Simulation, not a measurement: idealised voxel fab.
process module | voxel self aligned contacts
cross-section cut | 240 nm wide | cells 5 nm
A cross-section is a grid of square cells, given in bands from the top down. A band is one or more rows of cells.
Each band's line starts with the height of the band's top and of its bottom, in nm. Then come its materials from left to right, each with its width in nm. One material with "throughout" fills the band from edge to edge. "air" is empty space.
Height 0 is the level under which the wafer as received is all one material. The lowest band goes on downwards, as in "0 down".
A width such as "30 to 40" changes by the same amount from each row of cells to the next, from the band's top row to its bottom row.
"no change" after a step means that no cell of the cross-section changed.
closed voids: empty space of 8 cells or more with no open way to the top, each as width x height at its distance from the left edge, in nm
after a step's settings: what the simulator itself notes on the step
overlay nm, on a step with a mask: how far to the right of its planned place the mask lay; to the left if negative
Each pair below shows a cross-section before one step and the cross-section after it, down to the lowest band that changed. The line under each pair gives the step between them, with its settings. The pairs can come from different runs of this module on the same starting wafer, so a pair continues from the pair above only where its "before" says so.
before
  0 down: Si throughout
  closed voids: none
after
  0 to -5: SiO2 throughout
  below -5: unchanged
  closed voids: none
the step between: op OXIDIZE | depth nm 5
before: the cross-section after the pair above
after
  20 to 0: polySi throughout
  below 0: unchanged
  closed voids: none
the step between: op DIRECTIONAL_DEP | material polySi | thk nm 20
before: the cross-section after the pair above
after
  40 to 20: SiN throughout
  below 20: unchanged
  closed voids: none
the step between: op DIRECTIONAL_DEP | material SiN | thk nm 20
before: the cross-section after the pair above
after
  60 to 40: air 25 | resist 35 | air 40 | resist 35 | air 40 | resist 35 | air 30
  below 40: unchanged
  closed voids: none
the step between: op PATTERN | tone cover | mask id GATE | material resist | width nm 35 | pitch nm 75 | thk nm 20 | overlay nm 0
before: the cross-section after the pair above
after
  60 to 40: air 25 | resist 35 | air 40 | resist 35 | air 40 | resist 35 | air 30
  40 to 20: air 25 | SiN 35 | air 40 | SiN 35 | air 40 | SiN 35 | air 30
  below 20: unchanged
  closed voids: none
the step between: op DIRECTIONAL_ETCH | etch materials SiN | depth nm 20
before: the cross-section after the pair above
after
  60 to 40: air 25 | resist 35 | air 40 | resist 35 | air 40 | resist 35 | air 30
  40 to 20: air 25 | SiN 35 | air 40 | SiN 35 | air 40 | SiN 35 | air 30
  20 to 0: air 25 | polySi 35 | air 40 | polySi 35 | air 40 | polySi 35 | air 30
  below 0: unchanged
  closed voids: none
the step between: op DIRECTIONAL_ETCH | etch materials polySi | depth nm 20
before: the cross-section after the pair above
after
  40 to 20: air 25 | SiN 35 | air 40 | SiN 35 | air 40 | SiN 35 | air 30
  below 20: unchanged
  closed voids: none
the step between: op STRIP | etch materials resist
before: the cross-section after the pair above
after
  50 to 20: air 15 | SiN 55 | air 20 | SiN 55 | air 20 | SiN 55 | air 20
  20 to 10: air 15 | SiN 10 | polySi 35 | SiN 10 | air 20 | SiN 10 | polySi 35 | SiN 10 | air 20 | SiN 10 | polySi 35 | SiN 10 | air 20
  10 to 0: SiN 25 | polySi 35 | SiN 40 | polySi 35 | SiN 40 | polySi 35 | SiN 30
  below 0: unchanged
  closed voids: none
the step between: op CONFORMAL_DEP | material SiN | thk nm 10
before: the cross-section after the pair above
after
  40 to 20: air 15 | SiN 55 | air 20 | SiN 55 | air 20 | SiN 55 | air 20
  20 to 0: air 15 | SiN 10 | polySi 35 | SiN 10 | air 20 | SiN 10 | polySi 35 | SiN 10 | air 20 | SiN 10 | polySi 35 | SiN 10 | air 20
  below 0: unchanged
  closed voids: none
the step between: op DIRECTIONAL_ETCH | etch materials SiN | depth nm 10
before: the cross-section after the pair above
after
  55 to 40: SiO2 throughout
  40 to 20: SiO2 15 | SiN 55 | SiO2 20 | SiN 55 | SiO2 20 | SiN 55 | SiO2 20
  20 to 0: SiO2 15 | SiN 10 | polySi 35 | SiN 10 | SiO2 20 | SiN 10 | polySi 35 | SiN 10 | SiO2 20 | SiN 10 | polySi 35 | SiN 10 | SiO2 20
  below 0: unchanged
  closed voids: none
the step between: op FILL_DEP | material SiO2 | thk nm 15
before: the cross-section after the pair above
after
  45 to 40: SiO2 throughout
  below 40: unchanged
  closed voids: none
the step between: op CMP | height nm 45
before: the cross-section after the pair above
after
  45 to 40: SiO2 55 | air 50 | SiO2 25 | air 50 | SiO2 60
  40 to 20: SiO2 15 | SiN 55 | air 20 | SiN 55 | air 20 | SiN 55 | SiO2 20
  20 to 0: SiO2 15 | SiN 10 | polySi 35 | SiN 10 | air 20 | SiN 10 | polySi 35 | SiN 10 | air 20 | SiN 10 | polySi 35 | SiN 10 | SiO2 20
  0 to -5: SiO2 70 | air 20 | SiO2 55 | air 20 | SiO2 75
  below -5: unchanged
  closed voids: none
the step between: op MASKED_ETCH | tone open | mask id CONTACT | width nm 50 | pitch nm 75 | etch materials SiO2 | depth nm 50 | overlay nm 0
before: the cross-section after the pair above
after
  50 to 45: TiN 60 | air 40 | TiN 35 | air 40 | TiN 65
  45 to 40: SiO2 55 | TiN 20 | air 10 | TiN 20 | SiO2 25 | TiN 20 | air 10 | TiN 20 | SiO2 60
  40 to 20: SiO2 15 | SiN 55 | TiN 5 | air 10 | TiN 5 | SiN 55 | TiN 5 | air 10 | TiN 5 | SiN 55 | SiO2 20
  20 to 0: SiO2 15 | SiN 10 | polySi 35 | SiN 10 | TiN 5 | air 10 | TiN 5 | SiN 10 | polySi 35 | SiN 10 | TiN 5 | air 10 | TiN 5 | SiN 10 | polySi 35 | SiN 10 | SiO2 20
  0 to -5: SiO2 70 | TiN 20 | SiO2 55 | TiN 20 | SiO2 75
  below -5: unchanged
  closed voids: none
the step between: op CONFORMAL_DEP | material TiN | thk nm 5
before: the cross-section after the pair above
after
  55 to 50: W throughout
  50 to 45: TiN 60 | W 40 | TiN 35 | W 40 | TiN 65
  45 to 40: SiO2 55 | TiN 20 | W 10 | TiN 20 | SiO2 25 | TiN 20 | W 10 | TiN 20 | SiO2 60
  40 to 20: SiO2 15 | SiN 55 | TiN 5 | W 10 | TiN 5 | SiN 55 | TiN 5 | W 10 | TiN 5 | SiN 55 | SiO2 20
  20 to 0: SiO2 15 | SiN 10 | polySi 35 | SiN 10 | TiN 5 | W 10 | TiN 5 | SiN 10 | polySi 35 | SiN 10 | TiN 5 | W 10 | TiN 5 | SiN 10 | polySi 35 | SiN 10 | SiO2 20
  below 0: unchanged
  closed voids: none
the step between: op FILL_DEP | material W | thk nm 5
before: the cross-section after the pair above
after
  45 to 40: SiO2 55 | TiN 20 | W 10 | TiN 20 | SiO2 25 | TiN 20 | W 10 | TiN 20 | SiO2 60
  below 40: unchanged
  closed voids: none
the step between: op CMP | height nm 45
before: the cross-section after the pair above
after
  50 to 45: SiN throughout
  below 45: unchanged
  closed voids: none
the step between: op CONFORMAL_DEP | material SiN | thk nm 5
before
  40 to 20: air 25 | SiN 35 | air 40 | SiN 35 | air 40 | SiN 35 | air 30
  20 to 0: air 25 | polySi 35 | air 40 | polySi 35 | air 40 | polySi 35 | air 30
  0 to -5: SiO2 throughout
  -5 down: Si throughout
  closed voids: none
after
  30 to 20: air 25 | SiN 35 | air 40 | SiN 35 | air 40 | SiN 35 | air 30
  below 20: unchanged
  closed voids: none
the step between: op DIRECTIONAL_ETCH | etch materials SiN | depth nm 10
before: the cross-section after the pair above
after
  45 to 30: SiO2 throughout
  30 to 20: SiO2 25 | SiN 35 | SiO2 40 | SiN 35 | SiO2 40 | SiN 35 | SiO2 30
  20 to 0: SiO2 25 | polySi 35 | SiO2 40 | polySi 35 | SiO2 40 | polySi 35 | SiO2 30
  below 0: unchanged
  closed voids: none
the step between: op FILL_DEP | material SiO2 | thk nm 15
before: the cross-section after the pair above
after
  45 to 30: SiO2 55 | air 50 | SiO2 25 | air 50 | SiO2 60
  30 to 20: SiO2 25 | SiN 35 | air 40 | SiN 35 | air 40 | SiN 35 | SiO2 30
  20 to 0: SiO2 25 | polySi 35 | air 40 | polySi 35 | air 40 | polySi 35 | SiO2 30
  0 to -5: SiO2 60 | air 40 | SiO2 35 | air 40 | SiO2 65
  below -5: unchanged
  closed voids: none
the step between: op MASKED_ETCH | tone open | mask id CONTACT | width nm 50 | pitch nm 75 | etch materials SiO2 | depth nm 50 | overlay nm 0
before: the cross-section after the pair above
after
  50 to 45: TiN 60 | air 40 | TiN 35 | air 40 | TiN 65
  45 to 35: SiO2 55 | TiN 5 | air 40 | TiN 5 | SiO2 25 | TiN 5 | air 40 | TiN 5 | SiO2 60
  35 to 30: SiO2 55 | TiN 10 | air 30 | TiN 10 | SiO2 25 | TiN 10 | air 30 | TiN 10 | SiO2 60
  30 to 20: SiO2 25 | SiN 35 | TiN 5 | air 30 | TiN 5 | SiN 35 | TiN 5 | air 30 | TiN 5 | SiN 35 | SiO2 30
  20 to 0: SiO2 25 | polySi 35 | TiN 5 | air 30 | TiN 5 | polySi 35 | TiN 5 | air 30 | TiN 5 | polySi 35 | SiO2 30
  0 to -5: SiO2 60 | TiN 40 | SiO2 35 | TiN 40 | SiO2 65
  below -5: unchanged
  closed voids: none
the step between: op CONFORMAL_DEP | material TiN | thk nm 5
before: the cross-section after the pair above
after
  55 to 50: W throughout
  50 to 45: TiN 60 | W 40 | TiN 35 | W 40 | TiN 65
  45 to 35: SiO2 55 | TiN 5 | W 40 | TiN 5 | SiO2 25 | TiN 5 | W 40 | TiN 5 | SiO2 60
  35 to 30: SiO2 55 | TiN 10 | W 30 | TiN 10 | SiO2 25 | TiN 10 | W 30 | TiN 10 | SiO2 60
  30 to 20: SiO2 25 | SiN 35 | TiN 5 | W 30 | TiN 5 | SiN 35 | TiN 5 | W 30 | TiN 5 | SiN 35 | SiO2 30
  20 to 0: SiO2 25 | polySi 35 | TiN 5 | W 30 | TiN 5 | polySi 35 | TiN 5 | W 30 | TiN 5 | polySi 35 | SiO2 30
  below 0: unchanged
  closed voids: none
the step between: op FILL_DEP | material W | thk nm 5
before: the cross-section after the pair above
after
  45 to 35: SiO2 55 | TiN 5 | W 40 | TiN 5 | SiO2 25 | TiN 5 | W 40 | TiN 5 | SiO2 60
  below 35: unchanged
  closed voids: none
the step between: op CMP | height nm 45
before: the cross-section after the pair above
after
  50 to 45: SiN throughout
  below 45: unchanged
  closed voids: none
the step between: op CONFORMAL_DEP | material SiN | thk nm 5
before
  40 to 20: SiN throughout
  20 to 0: polySi throughout
  0 to -5: SiO2 throughout
  -5 down: Si throughout
  closed voids: none
after
  60 to 20: SiN throughout
  below 20: unchanged
  closed voids: none
the step between: op DIRECTIONAL_DEP | material SiN | thk nm 20
before: the cross-section after the pair above
after
  80 to 60: air 25 | resist 35 | air 40 | resist 35 | air 40 | resist 35 | air 30
  below 60: unchanged
  closed voids: none
the step between: op PATTERN | tone cover | mask id GATE | material resist | width nm 35 | pitch nm 75 | thk nm 20 | overlay nm 0
before: the cross-section after the pair above
after
  80 to 60: air 25 | resist 35 | air 40 | resist 35 | air 40 | resist 35 | air 30
  60 to 40: air 25 | SiN 35 | air 40 | SiN 35 | air 40 | SiN 35 | air 30
  below 40: unchanged
  closed voids: none
the step between: op DIRECTIONAL_ETCH | etch materials SiN | depth nm 20
before: the cross-section after the pair above
after
  60 to 40: air 25 | SiN 35 | air 40 | SiN 35 | air 40 | SiN 35 | air 30
  below 40: unchanged
  closed voids: none
the step between: op STRIP | etch materials resist
before: the cross-section after the pair above
after
  70 to 50: air 15 | SiN 55 | air 20 | SiN 55 | air 20 | SiN 55 | air 20
  50 to 20: SiN throughout
  below 20: unchanged
  closed voids: none
the step between: op CONFORMAL_DEP | material SiN | thk nm 10
before: the cross-section after the pair above
after
  60 to 40: air 15 | SiN 55 | air 20 | SiN 55 | air 20 | SiN 55 | air 20
  below 40: unchanged
  closed voids: none
the step between: op DIRECTIONAL_ETCH | etch materials SiN | depth nm 10
before: the cross-section after the pair above
after
  75 to 60: SiO2 throughout
  60 to 40: SiO2 15 | SiN 55 | SiO2 20 | SiN 55 | SiO2 20 | SiN 55 | SiO2 20
  below 40: unchanged
  closed voids: none
the step between: op FILL_DEP | material SiO2 | thk nm 15
before: the cross-section after the pair above
after
  45 to 40: SiO2 15 | SiN 55 | SiO2 20 | SiN 55 | SiO2 20 | SiN 55 | SiO2 20
  below 40: unchanged
  closed voids: none
the step between: op CMP | height nm 45
before: the cross-section after the pair above
after
  45 to 40: SiO2 15 | SiN 55 | air 20 | SiN 55 | air 20 | SiN 55 | SiO2 20
  below 40: unchanged
  closed voids: none
the step between: op MASKED_ETCH | tone open | mask id CONTACT | width nm 50 | pitch nm 75 | etch materials SiO2 | depth nm 50 | overlay nm 0
before: the cross-section after the pair above
after
  50 to 45: TiN 75 | air 10 | TiN 65 | air 10 | TiN 80
  45 to 40: SiO2 15 | SiN 55 | TiN 20 | SiN 55 | TiN 20 | SiN 55 | SiO2 20
  below 40: unchanged
  closed voids: none
the step between: op CONFORMAL_DEP | material TiN | thk nm 5
before: the cross-section after the pair above
after
  55 to 50: W throughout
  50 to 45: TiN 75 | W 10 | TiN 65 | W 10 | TiN 80
  below 45: unchanged
  closed voids: none
the step between: op FILL_DEP | material W | thk nm 5
before: the cross-section after the pair above
after
  45 to 40: SiO2 15 | SiN 55 | TiN 20 | SiN 55 | TiN 20 | SiN 55 | SiO2 20
  below 40: unchanged
  closed voids: none
the step between: op CMP | height nm 45
before: the cross-section after the pair above
after
  50 to 45: SiN throughout
  below 45: unchanged
  closed voids: none
the step between: op CONFORMAL_DEP | material SiN | thk nm 5
before
  0 to -5: SiO2 throughout
  -5 down: Si throughout
  closed voids: none
after
  20 to 0: SiN throughout
  below 0: unchanged
  closed voids: none
the step between: op DIRECTIONAL_DEP | material SiN | thk nm 20
before: the cross-section after the pair above
after
  40 to 20: polySi throughout
  below 20: unchanged
  closed voids: none
the step between: op DIRECTIONAL_DEP | material polySi | thk nm 20
before: the cross-section after the pair above
after
  60 to 40: air 25 | resist 35 | air 40 | resist 35 | air 40 | resist 35 | air 30
  below 40: unchanged
  closed voids: none
the step between: op PATTERN | tone cover | mask id GATE | material resist | width nm 35 | pitch nm 75 | thk nm 20 | overlay nm 0
before: the cross-section after the pair above
after
  60 to 40: air 25 | resist 35 | air 40 | resist 35 | air 40 | resist 35 | air 30
  40 to 20: air 25 | polySi 35 | air 40 | polySi 35 | air 40 | polySi 35 | air 30
  below 20: unchanged
  closed voids: none
the step between: op DIRECTIONAL_ETCH | etch materials polySi | depth nm 20
before: the cross-section after the pair above
after
  40 to 20: air 25 | polySi 35 | air 40 | polySi 35 | air 40 | polySi 35 | air 30
  below 20: unchanged
  closed voids: none
the step between: op STRIP | etch materials resist
before: the cross-section after the pair above
after
  50 to 40: air 15 | SiN 55 | air 20 | SiN 55 | air 20 | SiN 55 | air 20
  40 to 30: air 15 | SiN 10 | polySi 35 | SiN 10 | air 20 | SiN 10 | polySi 35 | SiN 10 | air 20 | SiN 10 | polySi 35 | SiN 10 | air 20
  30 to 20: SiN 25 | polySi 35 | SiN 40 | polySi 35 | SiN 40 | polySi 35 | SiN 30
  below 20: unchanged
  closed voids: none
the step between: op CONFORMAL_DEP | material SiN | thk nm 10
before: the cross-section after the pair above
after
  40 to 20: air 15 | SiN 10 | polySi 35 | SiN 10 | air 20 | SiN 10 | polySi 35 | SiN 10 | air 20 | SiN 10 | polySi 35 | SiN 10 | air 20
  below 20: unchanged
  closed voids: none
the step between: op DIRECTIONAL_ETCH | etch materials SiN | depth nm 10
before: the cross-section after the pair above
after
  55 to 40: SiO2 throughout
  40 to 20: SiO2 15 | SiN 10 | polySi 35 | SiN 10 | SiO2 20 | SiN 10 | polySi 35 | SiN 10 | SiO2 20 | SiN 10 | polySi 35 | SiN 10 | SiO2 20
  below 20: unchanged
  closed voids: none
the step between: op FILL_DEP | material SiO2 | thk nm 15
before: the cross-section after the pair above
after
  45 to 40: SiO2 throughout
  below 40: unchanged
  closed voids: none
the step between: op CMP | height nm 45
before: the cross-section after the pair above
after
  45 to 40: SiO2 55 | air 50 | SiO2 25 | air 50 | SiO2 60
  40 to 20: SiO2 15 | SiN 10 | polySi 35 | SiN 10 | air 20 | SiN 10 | polySi 35 | SiN 10 | air 20 | SiN 10 | polySi 35 | SiN 10 | SiO2 20
  below 20: unchanged
  closed voids: none
the step between: op MASKED_ETCH | tone open | mask id CONTACT | width nm 50 | pitch nm 75 | etch materials SiO2 | depth nm 50 | overlay nm 0
before: the cross-section after the pair above
after
  50 to 45: TiN 60 | air 40 | TiN 35 | air 40 | TiN 65
  45 to 40: SiO2 55 | TiN 20 | air 10 | TiN 20 | SiO2 25 | TiN 20 | air 10 | TiN 20 | SiO2 60
  40 to 25: SiO2 15 | SiN 10 | polySi 35 | SiN 10 | TiN 5 | air 10 | TiN 5 | SiN 10 | polySi 35 | SiN 10 | TiN 5 | air 10 | TiN 5 | SiN 10 | polySi 35 | SiN 10 | SiO2 20
  25 to 20: SiO2 15 | SiN 10 | polySi 35 | SiN 10 | TiN 20 | SiN 10 | polySi 35 | SiN 10 | TiN 20 | SiN 10 | polySi 35 | SiN 10 | SiO2 20
  below 20: unchanged
  closed voids: none
the step between: op CONFORMAL_DEP | material TiN | thk nm 5
before: the cross-section after the pair above
after
  55 to 50: W throughout
  50 to 45: TiN 60 | W 40 | TiN 35 | W 40 | TiN 65
  45 to 40: SiO2 55 | TiN 20 | W 10 | TiN 20 | SiO2 25 | TiN 20 | W 10 | TiN 20 | SiO2 60
  40 to 25: SiO2 15 | SiN 10 | polySi 35 | SiN 10 | TiN 5 | W 10 | TiN 5 | SiN 10 | polySi 35 | SiN 10 | TiN 5 | W 10 | TiN 5 | SiN 10 | polySi 35 | SiN 10 | SiO2 20
  below 25: unchanged
  closed voids: none
the step between: op FILL_DEP | material W | thk nm 5
before: the cross-section after the pair above
after
  45 to 40: SiO2 55 | TiN 20 | W 10 | TiN 20 | SiO2 25 | TiN 20 | W 10 | TiN 20 | SiO2 60
  below 40: unchanged
  closed voids: none
the step between: op CMP | height nm 45
before: the cross-section after the pair above
after
  50 to 45: SiN throughout
  below 45: unchanged
  closed voids: none
the step between: op CONFORMAL_DEP | material SiN | thk nm 5
before
  0 to -5: SiO2 throughout
  -5 down: Si throughout
  closed voids: none
after
  30 to 0: polySi throughout
  below 0: unchanged
  closed voids: none
the step between: op DIRECTIONAL_DEP | material polySi | thk nm 30
before: the cross-section after the pair above
after
  50 to 30: SiN throughout
  below 30: unchanged
  closed voids: none
the step between: op DIRECTIONAL_DEP | material SiN | thk nm 20
before: the cross-section after the pair above
after
  70 to 50: air 25 | resist 35 | air 40 | resist 35 | air 40 | resist 35 | air 30
  below 50: unchanged
  closed voids: none
the step between: op PATTERN | tone cover | mask id GATE | material resist | width nm 35 | pitch nm 75 | thk nm 20 | overlay nm 0
before: the cross-section after the pair above
after
  70 to 50: air 25 | resist 35 | air 40 | resist 35 | air 40 | resist 35 | air 30
  50 to 30: air 25 | SiN 35 | air 40 | SiN 35 | air 40 | SiN 35 | air 30
  below 30: unchanged
  closed voids: none
the step between: op DIRECTIONAL_ETCH | etch materials SiN | depth nm 20
before: the cross-section after the pair above
after
  70 to 50: air 25 | resist 35 | air 40 | resist 35 | air 40 | resist 35 | air 30
  50 to 30: air 25 | SiN 35 | air 40 | SiN 35 | air 40 | SiN 35 | air 30
  30 to 10: air 25 | polySi 35 | air 40 | polySi 35 | air 40 | polySi 35 | air 30
  below 10: unchanged
  closed voids: none
the step between: op DIRECTIONAL_ETCH | etch materials polySi | depth nm 20
before: the cross-section after the pair above
after
  50 to 30: air 25 | SiN 35 | air 40 | SiN 35 | air 40 | SiN 35 | air 30
  below 30: unchanged
  closed voids: none
the step between: op STRIP | etch materials resist
before: the cross-section after the pair above
after
  60 to 30: air 15 | SiN 55 | air 20 | SiN 55 | air 20 | SiN 55 | air 20
  30 to 20: air 15 | SiN 10 | polySi 35 | SiN 10 | air 20 | SiN 10 | polySi 35 | SiN 10 | air 20 | SiN 10 | polySi 35 | SiN 10 | air 20
  20 to 10: SiN 25 | polySi 35 | SiN 40 | polySi 35 | SiN 40 | polySi 35 | SiN 30
  below 10: unchanged
  closed voids: none
the step between: op CONFORMAL_DEP | material SiN | thk nm 10
before: the cross-section after the pair above
after
  50 to 30: air 15 | SiN 55 | air 20 | SiN 55 | air 20 | SiN 55 | air 20
  30 to 10: air 15 | SiN 10 | polySi 35 | SiN 10 | air 20 | SiN 10 | polySi 35 | SiN 10 | air 20 | SiN 10 | polySi 35 | SiN 10 | air 20
  below 10: unchanged
  closed voids: none
the step between: op DIRECTIONAL_ETCH | etch materials SiN | depth nm 10
before: the cross-section after the pair above
after
  65 to 50: SiO2 throughout
  50 to 30: SiO2 15 | SiN 55 | SiO2 20 | SiN 55 | SiO2 20 | SiN 55 | SiO2 20
  30 to 10: SiO2 15 | SiN 10 | polySi 35 | SiN 10 | SiO2 20 | SiN 10 | polySi 35 | SiN 10 | SiO2 20 | SiN 10 | polySi 35 | SiN 10 | SiO2 20
  below 10: unchanged
  closed voids: none
the step between: op FILL_DEP | material SiO2 | thk nm 15
before: the cross-section after the pair above
after
  45 to 30: SiO2 15 | SiN 55 | SiO2 20 | SiN 55 | SiO2 20 | SiN 55 | SiO2 20
  below 30: unchanged
  closed voids: none
the step between: op CMP | height nm 45
before: the cross-section after the pair above
after
  45 to 30: SiO2 15 | SiN 55 | air 20 | SiN 55 | air 20 | SiN 55 | SiO2 20
  30 to 10: SiO2 15 | SiN 10 | polySi 35 | SiN 10 | air 20 | SiN 10 | polySi 35 | SiN 10 | air 20 | SiN 10 | polySi 35 | SiN 10 | SiO2 20
  below 10: unchanged
  closed voids: none
the step between: op MASKED_ETCH | tone open | mask id CONTACT | width nm 50 | pitch nm 75 | etch materials SiO2 | depth nm 50 | overlay nm 0
before: the cross-section after the pair above
after
  50 to 45: TiN 75 | air 10 | TiN 65 | air 10 | TiN 80
  45 to 30: SiO2 15 | SiN 55 | TiN 5 | air 10 | TiN 5 | SiN 55 | TiN 5 | air 10 | TiN 5 | SiN 55 | SiO2 20
  30 to 15: SiO2 15 | SiN 10 | polySi 35 | SiN 10 | TiN 5 | air 10 | TiN 5 | SiN 10 | polySi 35 | SiN 10 | TiN 5 | air 10 | TiN 5 | SiN 10 | polySi 35 | SiN 10 | SiO2 20
  15 to 10: SiO2 15 | SiN 10 | polySi 35 | SiN 10 | TiN 20 | SiN 10 | polySi 35 | SiN 10 | TiN 20 | SiN 10 | polySi 35 | SiN 10 | SiO2 20
  below 10: unchanged
  closed voids: none
the step between: op CONFORMAL_DEP | material TiN | thk nm 5
before: the cross-section after the pair above
after
  55 to 50: W throughout
  50 to 45: TiN 75 | W 10 | TiN 65 | W 10 | TiN 80
  45 to 30: SiO2 15 | SiN 55 | TiN 5 | W 10 | TiN 5 | SiN 55 | TiN 5 | W 10 | TiN 5 | SiN 55 | SiO2 20
  30 to 15: SiO2 15 | SiN 10 | polySi 35 | SiN 10 | TiN 5 | W 10 | TiN 5 | SiN 10 | polySi 35 | SiN 10 | TiN 5 | W 10 | TiN 5 | SiN 10 | polySi 35 | SiN 10 | SiO2 20
  below 15: unchanged
  closed voids: none
the step between: op FILL_DEP | material W | thk nm 5
before: the cross-section after the pair above
after
  45 to 30: SiO2 15 | SiN 55 | TiN 5 | W 10 | TiN 5 | SiN 55 | TiN 5 | W 10 | TiN 5 | SiN 55 | SiO2 20
  below 30: unchanged
  closed voids: none
the step between: op CMP | height nm 45
before: the cross-section after the pair above
after
  50 to 45: SiN throughout
  below 45: unchanged
  closed voids: none
the step between: op CONFORMAL_DEP | material SiN | thk nm 5
before
  45 to 40: SiO2 throughout
  40 to 20: SiO2 15 | SiN 55 | SiO2 20 | SiN 55 | SiO2 20 | SiN 55 | SiO2 20
  20 to 0: SiO2 15 | SiN 10 | polySi 35 | SiN 10 | SiO2 20 | SiN 10 | polySi 35 | SiN 10 | SiO2 20 | SiN 10 | polySi 35 | SiN 10 | SiO2 20
  0 to -5: SiO2 throughout
  -5 down: Si throughout
  closed voids: none
after
  45 to 40: SiO2 50 | air 60 | SiO2 15 | air 60 | SiO2 55
  40 to 20: SiO2 15 | SiN 55 | air 20 | SiN 55 | air 20 | SiN 55 | SiO2 20
  20 to 0: SiO2 15 | SiN 10 | polySi 35 | SiN 10 | air 20 | SiN 10 | polySi 35 | SiN 10 | air 20 | SiN 10 | polySi 35 | SiN 10 | SiO2 20
  0 to -5: SiO2 70 | air 20 | SiO2 55 | air 20 | SiO2 75
  below -5: unchanged
  closed voids: none
the step between: op MASKED_ETCH | tone open | mask id CONTACT | width nm 60 | pitch nm 75 | etch materials SiO2 | depth nm 50 | overlay nm 0
before: the cross-section after the pair above
after
  50 to 45: TiN 55 | air 50 | TiN 25 | air 50 | TiN 60
  45 to 40: SiO2 50 | TiN 25 | air 10 | TiN 25 | SiO2 15 | TiN 25 | air 10 | TiN 25 | SiO2 55
  40 to 20: SiO2 15 | SiN 55 | TiN 5 | air 10 | TiN 5 | SiN 55 | TiN 5 | air 10 | TiN 5 | SiN 55 | SiO2 20
  20 to 0: SiO2 15 | SiN 10 | polySi 35 | SiN 10 | TiN 5 | air 10 | TiN 5 | SiN 10 | polySi 35 | SiN 10 | TiN 5 | air 10 | TiN 5 | SiN 10 | polySi 35 | SiN 10 | SiO2 20
  0 to -5: SiO2 70 | TiN 20 | SiO2 55 | TiN 20 | SiO2 75
  below -5: unchanged
  closed voids: none
the step between: op CONFORMAL_DEP | material TiN | thk nm 5
before: the cross-section after the pair above
after
  55 to 50: W throughout
  50 to 45: TiN 55 | W 50 | TiN 25 | W 50 | TiN 60
  45 to 40: SiO2 50 | TiN 25 | W 10 | TiN 25 | SiO2 15 | TiN 25 | W 10 | TiN 25 | SiO2 55
  40 to 20: SiO2 15 | SiN 55 | TiN 5 | W 10 | TiN 5 | SiN 55 | TiN 5 | W 10 | TiN 5 | SiN 55 | SiO2 20
  20 to 0: SiO2 15 | SiN 10 | polySi 35 | SiN 10 | TiN 5 | W 10 | TiN 5 | SiN 10 | polySi 35 | SiN 10 | TiN 5 | W 10 | TiN 5 | SiN 10 | polySi 35 | SiN 10 | SiO2 20
  below 0: unchanged
  closed voids: none
the step between: op FILL_DEP | material W | thk nm 5
before: the cross-section after the pair above
after
  45 to 40: SiO2 50 | TiN 25 | W 10 | TiN 25 | SiO2 15 | TiN 25 | W 10 | TiN 25 | SiO2 55
  below 40: unchanged
  closed voids: none
the step between: op CMP | height nm 45
before: the cross-section after the pair above
after
  50 to 45: SiN throughout
  below 45: unchanged
  closed voids: none
the step between: op CONFORMAL_DEP | material SiN | thk nm 5
before
  45 to 40: SiO2 throughout
  40 to 20: SiO2 15 | SiN 55 | SiO2 20 | SiN 55 | SiO2 20 | SiN 55 | SiO2 20
  20 to 0: SiO2 15 | SiN 10 | polySi 35 | SiN 10 | SiO2 20 | SiN 10 | polySi 35 | SiN 10 | SiO2 20 | SiN 10 | polySi 35 | SiN 10 | SiO2 20
  0 to -5: SiO2 throughout
  -5 down: Si throughout
  closed voids: none
after
  45 to 40: SiO2 60 | air 50 | SiO2 25 | air 50 | SiO2 55
  40 to 20: SiO2 15 | SiN 55 | air 20 | SiN 55 | air 20 | SiN 55 | SiO2 20
  20 to 0: SiO2 15 | SiN 10 | polySi 35 | SiN 10 | air 20 | SiN 10 | polySi 35 | SiN 10 | air 20 | SiN 10 | polySi 35 | SiN 10 | SiO2 20
  0 to -5: SiO2 70 | air 20 | SiO2 55 | air 20 | SiO2 75
  below -5: unchanged
  closed voids: none
the step between: op MASKED_ETCH | tone open | mask id CONTACT | width nm 50 | pitch nm 75 | etch materials SiO2 | depth nm 50 | overlay nm 5
before: the cross-section after the pair above
after
  50 to 45: TiN 65 | air 40 | TiN 35 | air 40 | TiN 60
  45 to 40: SiO2 60 | TiN 15 | air 10 | TiN 25 | SiO2 25 | TiN 15 | air 10 | TiN 25 | SiO2 55
  40 to 20: SiO2 15 | SiN 55 | TiN 5 | air 10 | TiN 5 | SiN 55 | TiN 5 | air 10 | TiN 5 | SiN 55 | SiO2 20
  20 to 0: SiO2 15 | SiN 10 | polySi 35 | SiN 10 | TiN 5 | air 10 | TiN 5 | SiN 10 | polySi 35 | SiN 10 | TiN 5 | air 10 | TiN 5 | SiN 10 | polySi 35 | SiN 10 | SiO2 20
  0 to -5: SiO2 70 | TiN 20 | SiO2 55 | TiN 20 | SiO2 75
  below -5: unchanged
  closed voids: none
the step between: op CONFORMAL_DEP | material TiN | thk nm 5
before: the cross-section after the pair above
after
  55 to 50: W throughout
  50 to 45: TiN 65 | W 40 | TiN 35 | W 40 | TiN 60
  45 to 40: SiO2 60 | TiN 15 | W 10 | TiN 25 | SiO2 25 | TiN 15 | W 10 | TiN 25 | SiO2 55
  40 to 20: SiO2 15 | SiN 55 | TiN 5 | W 10 | TiN 5 | SiN 55 | TiN 5 | W 10 | TiN 5 | SiN 55 | SiO2 20
  20 to 0: SiO2 15 | SiN 10 | polySi 35 | SiN 10 | TiN 5 | W 10 | TiN 5 | SiN 10 | polySi 35 | SiN 10 | TiN 5 | W 10 | TiN 5 | SiN 10 | polySi 35 | SiN 10 | SiO2 20
  below 0: unchanged
  closed voids: none
the step between: op FILL_DEP | material W | thk nm 5
before: the cross-section after the pair above
after
  45 to 40: SiO2 60 | TiN 15 | W 10 | TiN 25 | SiO2 25 | TiN 15 | W 10 | TiN 25 | SiO2 55
  below 40: unchanged
  closed voids: none
the step between: op CMP | height nm 45
before: the cross-section after the pair above
after
  50 to 45: SiN throughout
  below 45: unchanged
  closed voids: none
the step between: op CONFORMAL_DEP | material SiN | thk nm 5
before
  40 to 20: air 15 | SiN 55 | air 20 | SiN 55 | air 20 | SiN 55 | air 20
  20 to 0: air 15 | SiN 10 | polySi 35 | SiN 10 | air 20 | SiN 10 | polySi 35 | SiN 10 | air 20 | SiN 10 | polySi 35 | SiN 10 | air 20
  0 to -5: SiO2 throughout
  -5 down: Si throughout
  closed voids: none
after
  55 to 40: polySi throughout
  40 to 20: polySi 15 | SiN 55 | polySi 20 | SiN 55 | polySi 20 | SiN 55 | polySi 20
  20 to 0: polySi 15 | SiN 10 | polySi 35 | SiN 10 | polySi 20 | SiN 10 | polySi 35 | SiN 10 | polySi 20 | SiN 10 | polySi 35 | SiN 10 | polySi 20
  below 0: unchanged
  closed voids: none
the step between: op FILL_DEP | material polySi | thk nm 15
before: the cross-section after the pair above
after
  45 to 40: polySi throughout
  below 40: unchanged
  closed voids: none
the step between: op CMP | height nm 45
